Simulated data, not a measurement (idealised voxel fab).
This section sets out a process module, namely voxel air gaps.
Cross-section cut: width 210 nm, square cells of 5 nm.
Cross-section, as written here: a square-cell grid given band by band from the top down, where a band holds one or more rows of cells.
Read a band's entry like this: the first values are the height of its top and the height of its bottom in nm, and what follows is the sequence of materials from left to right, each with its width in nm. Note that "blank" is empty space, and that a single material marked "full width" reaches across the band from edge to edge.
For the purposes of this specification, 0 denotes the height below which the wafer in its as-received condition is composed wholly of one material, and the lowermost band, lacking a lower limit, extends downward without end, as expressed in "from 0 down".
Think of "30 to 40" as a width that walks from the first number to the second as you go down the band, top row to bottom row, taking equal-sized steps from row to row.
You'll sometimes find "identical to before" written for a step, and that's the way of saying that nowhere in the cross-section did a cell change during that step.
So "Enclosed voids" is basically the list of trapped voids: any empty space of 8 cells or more that can't reach the top through an opening. They're written width x height at distance, the distance being from the left edge, and it's all nm.
Heads up: the bit after the settings on a step's line is the simulator's remark on that step.
If you see "overlay nm" on a step's line and that step has a mask, it's telling you how far right of where it was planned the mask ended up; a negative number means it went left instead.
Here's what the planned process steps look like
1: RECEIVE: material Si
2: CONFORMAL_DEP: material SiO2, thk nm 10
3: CONFORMAL_DEP: material SiCN, thk nm 5
4: DIRECTIONAL_DEP: material SiO2, thk nm 35
5: PATTERN: tone open, mask id LINES, material resist, width nm 15, pitch nm 40, thk nm 15, overlay nm 0
6: DIRECTIONAL_ETCH: etch materials SiO2, depth nm 35
7: STRIP: etch materials resist
8: CONFORMAL_DEP: material TiN, thk nm 5
9: FILL_DEP: material Cu, thk nm 10
10: CMP: height nm 50
11: EPI: material Ru, thk nm 10
12: SELECTIVE_ETCH: etch materials SiO2, depth nm 45
13: CONFORMAL_DEP: material SiCN, thk nm 5
The following pertains to the first of two wafers, which was processed as planned
Cross-sectional view of the wafer in its as-received condition, corresponding to the state after step 1
- from 0 down | Si full width
- Enclosed voids: none
After step 2: wafer cross-section
- from 10 to 0 | SiO2 full width
- Below 0, no change.
After step 3: wafer cross-section
- from 15 to 10 | SiCN full width
- Below 10, no change.
After step 4: wafer cross-section
- from 50 to 15 | SiO2 full width
- Below 15, no change.
After step 5: wafer cross-section
- from 65 to 50 | resist (55); blank (15); resist (25); blank (15); resist (25); blank (15); resist (60)
- Below 50, no change.
After step 6: wafer cross-section
- from 65 to 50 | resist (55); blank (15); resist (25); blank (15); resist (25); blank (15); resist (60)
- from 50 to 15 | SiO2 (55); blank (15); SiO2 (25); blank (15); SiO2 (25); blank (15); SiO2 (60)
- Below 15, no change.
After step 7: wafer cross-section
- from 50 to 15 | SiO2 (55); blank (15); SiO2 (25); blank (15); SiO2 (25); blank (15); SiO2 (60)
- Below 15, no change.
After step 8: wafer cross-section
- from 55 to 50 | TiN (60); blank (5); TiN (35); blank (5); TiN (35); blank (5); TiN (65)
- from 50 to 20 | SiO2 (55); TiN (5); blank (5); TiN (5); SiO2 (25); TiN (5); blank (5); TiN (5); SiO2 (25); TiN (5); blank (5); TiN (5); SiO2 (60)
- from 20 to 15 | SiO2 (55); TiN (15); SiO2 (25); TiN (15); SiO2 (25); TiN (15); SiO2 (60)
- Below 15, no change.
After step 9: wafer cross-section
- from 65 to 55 | Cu full width
- from 55 to 50 | TiN (60); Cu (5); TiN (35); Cu (5); TiN (35); Cu (5); TiN (65)
- from 50 to 20 | SiO2 (55); TiN (5); Cu (5); TiN (5); SiO2 (25); TiN (5); Cu (5); TiN (5); SiO2 (25); TiN (5); Cu (5); TiN (5); SiO2 (60)
- Below 20, no change.
After step 10: wafer cross-section
- from 50 to 20 | SiO2 (55); TiN (5); Cu (5); TiN (5); SiO2 (25); TiN (5); Cu (5); TiN (5); SiO2 (25); TiN (5); Cu (5); TiN (5); SiO2 (60)
- Below 20, no change.
After step 11: wafer cross-section
- from 60 to 50 | blank (45); Ru (35); blank (5); Ru (35); blank (5); Ru (35); blank (50)
- Below 50, no change.
After step 12: wafer cross-section
- from 60 to 50 | blank (45); Ru (35); blank (5); Ru (35); blank (5); Ru (35); blank (50)
- from 50 to 20 | blank (55); TiN (5); Cu (5); TiN (5); blank (25); TiN (5); Cu (5); TiN (5); blank (25); TiN (5); Cu (5); TiN (5); blank (60)
- from 20 to 15 | blank (55); TiN (15); blank (25); TiN (15); blank (25); TiN (15); blank (60)
- Below 15, no change.
After step 13: wafer cross-section
- from 65 to 60 | blank (40); SiCN (125); blank (45)
- from 60 to 50 | blank (40); SiCN (5); Ru (35); SiCN (5); Ru (35); SiCN (5); Ru (35); SiCN (5); blank (45)
- from 50 to 45 | blank (40); SiCN (15); TiN (5); Cu (5); TiN (5); SiCN (25); TiN (5); Cu (5); TiN (5); SiCN (25); TiN (5); Cu (5); TiN (5); SiCN (15); blank (45)
- from 45 to 20 | blank (50); SiCN (5); TiN (5); Cu (5); TiN (5); SiCN (5); blank (15); SiCN (5); TiN (5); Cu (5); TiN (5); SiCN (5); blank (15); SiCN (5); TiN (5); Cu (5); TiN (5); SiCN (5); blank (55)
- from 20 to 15 | SiCN (55); TiN (15); SiCN (25); TiN (15); SiCN (25); TiN (15); SiCN (60)
- Below 15, no change.
- Enclosed voids: 15 x 25 at 75; 15 x 25 at 115
The second wafer began exactly as the first did and followed the same plan, but one mistake was made while running it; through step 10 inclusive, the two wafers are identical
Second wafer profile in section, at the moment step 11 of the plan was meant to be complete
- from 70 to 50 | blank (35); Ru (135); blank (40)
- Below 50, no change.
Second wafer profile in section, at the moment step 12 of the plan was meant to be complete
- from 70 to 50 | blank (35); Ru (135); blank (40)
- from 50 to 20 | blank (55); TiN (5); Cu (5); TiN (5); SiO2 (25); TiN (5); Cu (5); TiN (5); SiO2 (25); TiN (5); Cu (5); TiN (5); blank (60)
- from 20 to 15 | blank (55); TiN (15); SiO2 (25); TiN (15); SiO2 (25); TiN (15); blank (60)
- Below 15, no change.
Second wafer profile in section, at the moment step 13 of the plan was meant to be complete
- from 75 to 70 | blank (30); SiCN (145); blank (35)
- from 70 to 50 | blank (30); SiCN (5); Ru (135); SiCN (5); blank (35)
- from 50 to 45 | blank (30); SiCN (25); TiN (5); Cu (5); TiN (5); SiO2 (25); TiN (5); Cu (5); TiN (5); SiO2 (25); TiN (5); Cu (5); TiN (5); SiCN (25); blank (35)
- from 45 to 20 | blank (50); SiCN (5); TiN (5); Cu (5); TiN (5); SiO2 (25); TiN (5); Cu (5); TiN (5); SiO2 (25); TiN (5); Cu (5); TiN (5); SiCN (5); blank (55)
- from 20 to 15 | SiCN (55); TiN (15); SiO2 (25); TiN (15); SiO2 (25); TiN (15); SiCN (60)
- Below 15, no change.
What was the processing mistake? plan step 11 was twice executed
It is noted that, at the conclusion of processing, the second wafer exhibits a higher or lower cell count for certain materials relative to the first: +66 Ru; -32 SiCN; +70 SiO2
Ultimately, the number of closed voids is 2 in the first wafer and 0 in the second wafer.
